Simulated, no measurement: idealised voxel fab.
process module | voxel wiring stack
cross-section cut | 180 nm wide | cells 5 nm
A cross-section is a grid of square cells, given in bands from the top down. A band is one or more rows of cells.
Each band's line starts with the height of the band's top and of its bottom, in nm. Then come its materials from left to right, each with its width in nm. One material with "throughout" fills the band from edge to edge. "air" is empty space.
Height 0 is the level under which the wafer as received is all one material. The lowest band goes on downwards, as in "0 down".
A width such as "30 to 40" changes by the same amount from each row of cells to the next, from the band's top row to its bottom row.
"no change" after a step means that no cell of the cross-section changed.
closed voids: empty space of 8 cells or more with no open way to the top, each as width x height at its distance from the left edge, in nm
after a step's settings: what the simulator itself notes on the step
overlay nm, on a step with a mask: how far to the right of its planned place the mask lay; to the left if negative
plan
1 op RECEIVE | material Si
2 op CONFORMAL_DEP | material SiO2 | thk nm 15
3 op DIRECTIONAL_DEP | material TiN | thk nm 5
4 op DIRECTIONAL_DEP | material W | thk nm 20
5 op DIRECTIONAL_DEP | material aC | thk nm 15
6 op PATTERN | tone cover | mask id METAL_1 | material resist | width nm 30 | pitch nm 50 | thk nm 30 | overlay nm 0
7 op DIRECTIONAL_ETCH | etch materials aC | depth nm 15
8 op STRIP | etch materials resist
9 op DIRECTIONAL_ETCH | etch materials W | depth nm 20
10 op DIRECTIONAL_ETCH | etch materials TiN | depth nm 5
11 op STRIP | etch materials aC
12 op CONFORMAL_DEP | material SiCN | thk nm 5
13 op FILL_DEP | material lowk | thk nm 10
14 op CMP | height nm 40
15 op CONFORMAL_DEP | material SiCN | thk nm 5
16 op DIRECTIONAL_DEP | material lowk | thk nm 30
17 op DIRECTIONAL_DEP | material aC | thk nm 15
18 op PATTERN | tone open | mask id METAL_2_HOLES | material resist | width nm 15 | pitch nm 50 | thk nm 35 | overlay nm 0
19 op DIRECTIONAL_ETCH | etch materials aC | depth nm 15
20 op STRIP | etch materials resist
21 op DIRECTIONAL_ETCH | etch materials lowk | depth nm 30
22 op STRIP | etch materials aC
23 op MASKED_ETCH | tone open | mask id METAL_2 | width nm 30 | pitch nm 50 | etch materials lowk | depth nm 15 | overlay nm 0
24 op MASKED_ETCH | tone open | mask id METAL_2 | width nm 30 | pitch nm 50 | etch materials SiCN | depth nm 5 | overlay nm 0
25 op CONFORMAL_DEP | material TiN | thk nm 5
26 op FILL_DEP | material Cu | thk nm 5
27 op CMP | height nm 75
28 op CONFORMAL_DEP | material SiCN | thk nm 5
29 op DIRECTIONAL_DEP | material SiO2 | thk nm 20
30 op DIRECTIONAL_DEP | material aC | thk nm 15
31 op PATTERN | tone open | mask id PLUG_2 | material resist | width nm 15 | pitch nm 100 | thk nm 30 | overlay nm 0
32 op DIRECTIONAL_ETCH | etch materials aC | depth nm 15
33 op STRIP | etch materials resist
34 op DIRECTIONAL_ETCH | etch materials SiO2 | depth nm 20
35 op DIRECTIONAL_ETCH | etch materials SiCN | depth nm 5
36 op STRIP | etch materials aC
37 op CONFORMAL_DEP | material TiN | thk nm 5
38 op FILL_DEP | material W | thk nm 10
39 op CMP | height nm 100
40 op CONFORMAL_DEP | material SiN | thk nm 5
41 op DIRECTIONAL_DEP | material SiO2 | thk nm 25
42 op DIRECTIONAL_DEP | material aC | thk nm 10
43 op PATTERN | tone open | mask id METAL_3 | material resist | width nm 30 | pitch nm 50 | thk nm 25 | overlay nm 0
44 op DIRECTIONAL_ETCH | etch materials aC | depth nm 10
45 op STRIP | etch materials resist
46 op DIRECTIONAL_ETCH | etch materials SiO2 | depth nm 25
47 op DIRECTIONAL_ETCH | etch materials SiN | depth nm 5
48 op STRIP | etch materials aC
49 op CONFORMAL_DEP | material TiN | thk nm 5
50 op FILL_DEP | material Cu | thk nm 5
51 op CMP | height nm 130
52 op EPI | material Ru | thk nm 5
53 op FILL_DEP | material SiCN | thk nm 5
54 op DIRECTIONAL_DEP | material SiO2 | thk nm 15
55 op MASKED_ETCH | tone open | mask id PLUG_3 | width nm 15 | pitch nm 50 | etch materials SiO2 | depth nm 15 | overlay nm 0
56 op MASKED_ETCH | tone open | mask id PLUG_3 | width nm 15 | pitch nm 50 | etch materials SiCN | depth nm 5 | overlay nm 0
57 op CONFORMAL_DEP | material TiN | thk nm 5
58 op FILL_DEP | material Cu | thk nm 10
59 op CMP | height nm 155
60 op CONFORMAL_DEP | material SiN | thk nm 5
61 op DIRECTIONAL_DEP | material lowk | thk nm 20
62 op PATTERN | tone open | mask id METAL_4 | material resist | width nm 30 | pitch nm 50 | thk nm 15 | overlay nm 0
63 op DIRECTIONAL_ETCH | etch materials lowk | depth nm 20
64 op DIRECTIONAL_ETCH | etch materials SiN | depth nm 5
65 op STRIP | etch materials resist
66 op CONFORMAL_DEP | material TiN | thk nm 5
67 op FILL_DEP | material W | thk nm 10
68 op CMP | height nm 180
69 op CONFORMAL_DEP | material SiCN | thk nm 5
as received, after step 1
  0 down: Si throughout
  closed voids: none
first wafer at the end, as planned
  185 to 180: SiCN throughout
  180 to 160: lowk 25 | TiN 5 | W 20 | TiN 5 | lowk 20 | TiN 5 | W 20 | TiN 5 | lowk 20 | TiN 5 | W 20 | TiN 5 | lowk 25
  160 to 155: SiN 25 | TiN 30 | SiN 20 | TiN 30 | SiN 20 | TiN 30 | SiN 25
  155 to 140: SiO2 25 | TiN 5 | Cu 5 | TiN 5 | SiO2 35 | TiN 5 | Cu 5 | TiN 5 | SiO2 35 | TiN 5 | Cu 5 | TiN 5 | SiO2 40
  140 to 135: SiCN 25 | TiN 15 | SiCN 35 | TiN 15 | SiCN 35 | TiN 15 | SiCN 40
  135 to 130: SiCN 20 | Ru 40 | SiCN 10 | Ru 40 | SiCN 10 | Ru 40 | SiCN 20
  130 to 105: SiO2 25 | TiN 5 | Cu 20 | TiN 5 | SiO2 20 | TiN 5 | Cu 20 | TiN 5 | SiO2 20 | TiN 5 | Cu 20 | TiN 5 | SiO2 25
  105 to 100: SiN 25 | TiN 30 | SiN 20 | TiN 30 | SiN 20 | TiN 30 | SiN 25
  100 to 80: SiO2 25 | TiN 5 | W 5 | TiN 5 | SiO2 85 | TiN 5 | W 5 | TiN 5 | SiO2 40
  80 to 75: SiCN 25 | TiN 15 | SiCN 85 | TiN 15 | SiCN 40
  75 to 65: lowk 25 | TiN 5 | Cu 20 | TiN 5 | lowk 20 | TiN 5 | Cu 20 | TiN 5 | lowk 20 | TiN 5 | Cu 20 | TiN 5 | lowk 25
  65 to 60: lowk 25 | TiN 5 | Cu 5 | TiN 20 | lowk 20 | TiN 5 | Cu 5 | TiN 20 | lowk 20 | TiN 5 | Cu 5 | TiN 20 | lowk 25
  60 to 45: lowk 25 | TiN 5 | Cu 5 | TiN 5 | lowk 35 | TiN 5 | Cu 5 | TiN 5 | lowk 35 | TiN 5 | Cu 5 | TiN 5 | lowk 40
  45 to 40: SiCN 25 | TiN 15 | SiCN 35 | TiN 15 | SiCN 35 | TiN 15 | SiCN 40
  40 to 20: lowk 20 | SiCN 5 | W 30 | SiCN 5 | lowk 10 | SiCN 5 | W 30 | SiCN 5 | lowk 10 | SiCN 5 | W 30 | SiCN 5 | lowk 20
  20 to 15: SiCN 25 | TiN 30 | SiCN 20 | TiN 30 | SiCN 20 | TiN 30 | SiCN 25
  15 to 0: SiO2 throughout
  0 down: Si throughout
  closed voids: none
second wafer at the end: like start, like plan, one mistake
  185 to 180: SiCN throughout
  180 to 160: lowk 25 | TiN 5 | W 20 | TiN 5 | lowk 20 | TiN 5 | W 20 | TiN 5 | lowk 20 | TiN 5 | W 20 | TiN 5 | lowk 25
  160 to 155: SiN 25 | TiN 30 | SiN 20 | TiN 30 | SiN 20 | TiN 30 | SiN 25
  155 to 140: SiO2 25 | TiN 5 | Cu 5 | TiN 5 | SiO2 35 | TiN 5 | Cu 5 | TiN 5 | SiO2 35 | TiN 5 | Cu 5 | TiN 5 | SiO2 40
  140 to 135: SiCN 25 | TiN 15 | SiCN 35 | TiN 15 | SiCN 35 | TiN 15 | SiCN 40
  135 to 130: SiCN 20 | Ru 40 | SiCN 10 | Ru 40 | SiCN 10 | Ru 40 | SiCN 20
  130 to 105: SiO2 25 | TiN 5 | Cu 20 | TiN 5 | SiO2 20 | TiN 5 | Cu 20 | TiN 5 | SiO2 20 | TiN 5 | Cu 20 | TiN 5 | SiO2 25
  105 to 100: SiN 25 | TiN 30 | SiN 20 | TiN 30 | SiN 20 | TiN 30 | SiN 25
  100 to 80: SiO2 25 | TiN 5 | W 10 | TiN 5 | SiO2 80 | TiN 5 | W 10 | TiN 5 | SiO2 35
  80 to 75: SiCN 25 | TiN 20 | SiCN 80 | TiN 20 | SiCN 35
  75 to 65: lowk 25 | TiN 5 | Cu 20 | TiN 5 | lowk 20 | TiN 5 | Cu 20 | TiN 5 | lowk 20 | TiN 5 | Cu 20 | TiN 5 | lowk 25
  65 to 60: lowk 25 | TiN 5 | Cu 5 | TiN 20 | lowk 20 | TiN 5 | Cu 5 | TiN 20 | lowk 20 | TiN 5 | Cu 5 | TiN 20 | lowk 25
  60 to 45: lowk 25 | TiN 5 | Cu 5 | TiN 5 | lowk 35 | TiN 5 | Cu 5 | TiN 5 | lowk 35 | TiN 5 | Cu 5 | TiN 5 | lowk 40
  45 to 40: SiCN 25 | TiN 15 | SiCN 35 | TiN 15 | SiCN 35 | TiN 15 | SiCN 40
  40 to 20: lowk 20 | SiCN 5 | W 30 | SiCN 5 | lowk 10 | SiCN 5 | W 30 | SiCN 5 | lowk 10 | SiCN 5 | W 30 | SiCN 5 | lowk 20
  20 to 15: SiCN 25 | TiN 30 | SiCN 20 | TiN 30 | SiCN 20 | TiN 30 | SiCN 25
  15 to 0: SiO2 throughout
  0 down: Si throughout
  closed voids: none
what went wrong: step 31 ran as: op PATTERN | tone open | mask id PLUG_2 | material resist | width nm 20 | pitch nm 100 | thk nm 30 | overlay nm 0
at the end the second wafer has, in cells: 2 fewer of SiCN | 8 fewer of SiO2 | 2 more of TiN | 8 more of W
